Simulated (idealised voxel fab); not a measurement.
Title: Process Module voxel quadruple lines
Cross-sectional view cut (width: 205 nm; square cell size: 5 nm).
Square cells in a grid make up a cross-section in this document, and the grid is given as bands, listed from the top down, each one or more rows of cells.
It is stipulated that each band's entry specify, in nanometres, the height of the top of the band and then that of its bottom, followed by the materials of the band in left-to-right sequence, each together with its width in nanometres. A single material marked by the word "full width" is understood to fill the band from edge to edge; the word "blank" is understood to denote empty space.
Note: height 0 marks the level under which the wafer is uniformly one material as received. Lowest band unbounded below, written "from 0 down".
Read "30 to 40" as a graded width: first number on top, second number at the bottom, same change between each pair of neighbouring rows.
What does "changes: none" mean for a step? It means no cell of the cross-section changed in that step.
Entry "Sealed internal voids". Content: empty spaces with no open connection to the top, size 8 cells or greater. Each: width x height at distance. Distance: from left edge. Unit: nm.
Past the settings on a step's line: simulator remark, on that step.
overlay nm: where the mask lay relative to plan, measured to the right, on steps with a mask; negatives go left.
# Listed below are the process steps as planned
1: op RECEIVE | material Si
2: op CONFORMAL_DEP | material SiO2 | thk nm 5
3: op DIRECTIONAL_DEP | material Ru | thk nm 15
4: op DIRECTIONAL_DEP | material polySi | thk nm 15
5: op DIRECTIONAL_DEP | material aC | thk nm 20
6: op PATTERN | tone cover | mask id MANDREL | material resist | width nm 20 | pitch nm 60 | thk nm 25 | overlay nm 0
7: op DIRECTIONAL_ETCH | etch materials aC | depth nm 20
8: op STRIP | etch materials resist
9: op CONFORMAL_DEP | material SiO2 | thk nm 10
10: op DIRECTIONAL_ETCH | etch materials SiO2 | depth nm 10
11: op STRIP | etch materials aC
12: op DIRECTIONAL_ETCH | etch materials polySi | depth nm 15
13: op STRIP | etch materials SiO2
14: op CONFORMAL_DEP | material SiN | thk nm 5
15: op DIRECTIONAL_ETCH | etch materials SiN | depth nm 5
16: op STRIP | etch materials polySi
17: op DIRECTIONAL_ETCH | etch materials Ru | depth nm 15
18: op STRIP | etch materials SiN
# The first wafer of two, processed as planned
# Cross-section: wafer on arrival = after step 1
    from 0 down | Si full width
    Sealed internal voids: none
# Wafer section view after processing step 2
    from 5 to 0 | SiO2 full width
    At heights below 0, the structure remains unaltered.
# Wafer section view after processing step 3
    from 20 to 5 | Ru full width
    At heights below 5, the structure remains unaltered.
# Wafer section view after processing step 4
    from 35 to 20 | polySi full width
    At heights below 20, the structure remains unaltered.
# Wafer section view after processing step 5
    from 55 to 35 | aC full width
    At heights below 35, the structure remains unaltered.
# Wafer section view after processing step 6
    from 80 to 55 | blank 60; resist 20; blank 40; resist 20; blank 65
    At heights below 55, the structure remains unaltered.
# Wafer section view after processing step 7
    from 60 to 55 | blank 60; resist 20; blank 40; resist 20; blank 65
    from 55 to 35 | blank 60; aC 20; blank 40; aC 20; blank 65
    At heights below 35, the structure remains unaltered.
# Wafer section view after processing step 8
    from 55 to 35 | blank 60; aC 20; blank 40; aC 20; blank 65
    At heights below 35, the structure remains unaltered.
# Wafer section view after processing step 9
    from 65 to 55 | blank 50; SiO2 40; blank 20; SiO2 40; blank 55
    from 55 to 45 | blank 50; SiO2 10; aC 20; SiO2 10; blank 20; SiO2 10; aC 20; SiO2 10; blank 55
    from 45 to 35 | SiO2 60; aC 20; SiO2 40; aC 20; SiO2 65
    At heights below 35, the structure remains unaltered.
# Wafer section view after processing step 10
    from 55 to 35 | blank 50; SiO2 10; aC 20; SiO2 10; blank 20; SiO2 10; aC 20; SiO2 10; blank 55
    At heights below 35, the structure remains unaltered.
# Wafer section view after processing step 11
    from 55 to 35 | blank 50; SiO2 10; blank 20; SiO2 10; blank 20; SiO2 10; blank 20; SiO2 10; blank 55
    At heights below 35, the structure remains unaltered.
# Wafer section view after processing step 12
    from 55 to 35 | blank 50; SiO2 10; blank 20; SiO2 10; blank 20; SiO2 10; blank 20; SiO2 10; blank 55
    from 35 to 20 | blank 50; polySi 10; blank 20; polySi 10; blank 20; polySi 10; blank 20; polySi 10; blank 55
    At heights below 20, the structure remains unaltered.
# Wafer section view after processing step 13
    from 35 to 20 | blank 50; polySi 10; blank 20; polySi 10; blank 20; polySi 10; blank 20; polySi 10; blank 55
    At heights below 20, the structure remains unaltered.
# Wafer section view after processing step 14
    from 40 to 35 | blank 45; SiN 20; blank 10; SiN 20; blank 10; SiN 20; blank 10; SiN 20; blank 50
    from 35 to 25 | blank 45; SiN 5; polySi 10; SiN 5; blank 10; SiN 5; polySi 10; SiN 5; blank 10; SiN 5; polySi 10; SiN 5; blank 10; SiN 5; polySi 10; SiN 5; blank 50
    from 25 to 20 | SiN 50; polySi 10; SiN 20; polySi 10; SiN 20; polySi 10; SiN 20; polySi 10; SiN 55
    At heights below 20, the structure remains unaltered.
# Wafer section view after processing step 15
    from 35 to 20 | blank 45; SiN 5; polySi 10; SiN 5; blank 10; SiN 5; polySi 10; SiN 5; blank 10; SiN 5; polySi 10; SiN 5; blank 10; SiN 5; polySi 10; SiN 5; blank 50
    At heights below 20, the structure remains unaltered.
# Wafer section view after processing step 16
    from 35 to 20 | blank 45; SiN 5; blank 10; SiN 5; blank 10; SiN 5; blank 10; SiN 5; blank 10; SiN 5; blank 10; SiN 5; blank 10; SiN 5; blank 10; SiN 5; blank 50
    At heights below 20, the structure remains unaltered.
# Wafer section view after processing step 17
    from 35 to 20 | blank 45; SiN 5; blank 10; SiN 5; blank 10; SiN 5; blank 10; SiN 5; blank 10; SiN 5; blank 10; SiN 5; blank 10; SiN 5; blank 10; SiN 5; blank 50
    from 20 to 5 | blank 45; Ru 5; blank 10; Ru 5; blank 10; Ru 5; blank 10; Ru 5; blank 10; Ru 5; blank 10; Ru 5; blank 10; Ru 5; blank 10; Ru 5; blank 50
    At heights below 5, the structure remains unaltered.
# Wafer section view after processing step 18
    from 20 to 5 | blank 45; Ru 5; blank 10; Ru 5; blank 10; Ru 5; blank 10; Ru 5; blank 10; Ru 5; blank 10; Ru 5; blank 10; Ru 5; blank 10; Ru 5; blank 50
    At heights below 5, the structure remains unaltered.
# Wafer two. Same start, same plan, one slip in execution. Same as wafer one through step 2, inclusive
# At the planned end of step 3, the second wafer in cross-section
    from 35 to 5 | Ru full width
    At heights below 5, the structure remains unaltered.
# At the planned end of step 4, the second wafer in cross-section
    from 50 to 35 | polySi full width
    At heights below 35, the structure remains unaltered.
# At the planned end of step 5, the second wafer in cross-section
    from 70 to 50 | aC full width
    At heights below 50, the structure remains unaltered.
# At the planned end of step 6, the second wafer in cross-section
    from 95 to 70 | blank 60; resist 20; blank 40; resist 20; blank 65
    At heights below 70, the structure remains unaltered.
# At the planned end of step 7, the second wafer in cross-section
    from 75 to 70 | blank 60; resist 20; blank 40; resist 20; blank 65
    from 70 to 50 | blank 60; aC 20; blank 40; aC 20; blank 65
    At heights below 50, the structure remains unaltered.
# At the planned end of step 8, the second wafer in cross-section
    from 70 to 50 | blank 60; aC 20; blank 40; aC 20; blank 65
    At heights below 50, the structure remains unaltered.
# At the planned end of step 9, the second wafer in cross-section
    from 80 to 70 | blank 50; SiO2 40; blank 20; SiO2 40; blank 55
    from 70 to 60 | blank 50; SiO2 10; aC 20; SiO2 10; blank 20; SiO2 10; aC 20; SiO2 10; blank 55
    from 60 to 50 | SiO2 60; aC 20; SiO2 40; aC 20; SiO2 65
    At heights below 50, the structure remains unaltered.
# At the planned end of step 10, the second wafer in cross-section
    from 70 to 50 | blank 50; SiO2 10; aC 20; SiO2 10; blank 20; SiO2 10; aC 20; SiO2 10; blank 55
    At heights below 50, the structure remains unaltered.
# At the planned end of step 11, the second wafer in cross-section
    from 70 to 50 | blank 50; SiO2 10; blank 20; SiO2 10; blank 20; SiO2 10; blank 20; SiO2 10; blank 55
    At heights below 50, the structure remains unaltered.
# At the planned end of step 12, the second wafer in cross-section
    from 70 to 50 | blank 50; SiO2 10; blank 20; SiO2 10; blank 20; SiO2 10; blank 20; SiO2 10; blank 55
    from 50 to 35 | blank 50; polySi 10; blank 20; polySi 10; blank 20; polySi 10; blank 20; polySi 10; blank 55
    At heights below 35, the structure remains unaltered.
# At the planned end of step 13, the second wafer in cross-section
    from 50 to 35 | blank 50; polySi 10; blank 20; polySi 10; blank 20; polySi 10; blank 20; polySi 10; blank 55
    At heights below 35, the structure remains unaltered.
# At the planned end of step 14, the second wafer in cross-section
    from 55 to 50 | blank 45; SiN 20; blank 10; SiN 20; blank 10; SiN 20; blank 10; SiN 20; blank 50
    from 50 to 40 | blank 45; SiN 5; polySi 10; SiN 5; blank 10; SiN 5; polySi 10; SiN 5; blank 10; SiN 5; polySi 10; SiN 5; blank 10; SiN 5; polySi 10; SiN 5; blank 50
    from 40 to 35 | SiN 50; polySi 10; SiN 20; polySi 10; SiN 20; polySi 10; SiN 20; polySi 10; SiN 55
    At heights below 35, the structure remains unaltered.
# At the planned end of step 15, the second wafer in cross-section
    from 50 to 35 | blank 45; SiN 5; polySi 10; SiN 5; blank 10; SiN 5; polySi 10; SiN 5; blank 10; SiN 5; polySi 10; SiN 5; blank 10; SiN 5; polySi 10; SiN 5; blank 50
    At heights below 35, the structure remains unaltered.
# At the planned end of step 16, the second wafer in cross-section
    from 50 to 35 | blank 45; SiN 5; blank 10; SiN 5; blank 10; SiN 5; blank 10; SiN 5; blank 10; SiN 5; blank 10; SiN 5; blank 10; SiN 5; blank 10; SiN 5; blank 50
    At heights below 35, the structure remains unaltered.
# At the planned end of step 17, the second wafer in cross-section
    from 50 to 35 | blank 45; SiN 5; blank 10; SiN 5; blank 10; SiN 5; blank 10; SiN 5; blank 10; SiN 5; blank 10; SiN 5; blank 10; SiN 5; blank 10; SiN 5; blank 50
    from 35 to 20 | blank 45; Ru 5; blank 10; Ru 5; blank 10; Ru 5; blank 10; Ru 5; blank 10; Ru 5; blank 10; Ru 5; blank 10; Ru 5; blank 10; Ru 5; blank 50
    At heights below 20, the structure remains unaltered.
# At the planned end of step 18, the second wafer in cross-section
    from 35 to 20 | blank 45; Ru 5; blank 10; Ru 5; blank 10; Ru 5; blank 10; Ru 5; blank 10; Ru 5; blank 10; Ru 5; blank 10; Ru 5; blank 10; Ru 5; blank 50
    At heights below 20, the structure remains unaltered.
Run error: in the plan, step 3 was performed twice
End check, counted in cells, second wafer has more or fewer of these materials than the first: 123 more of Ru
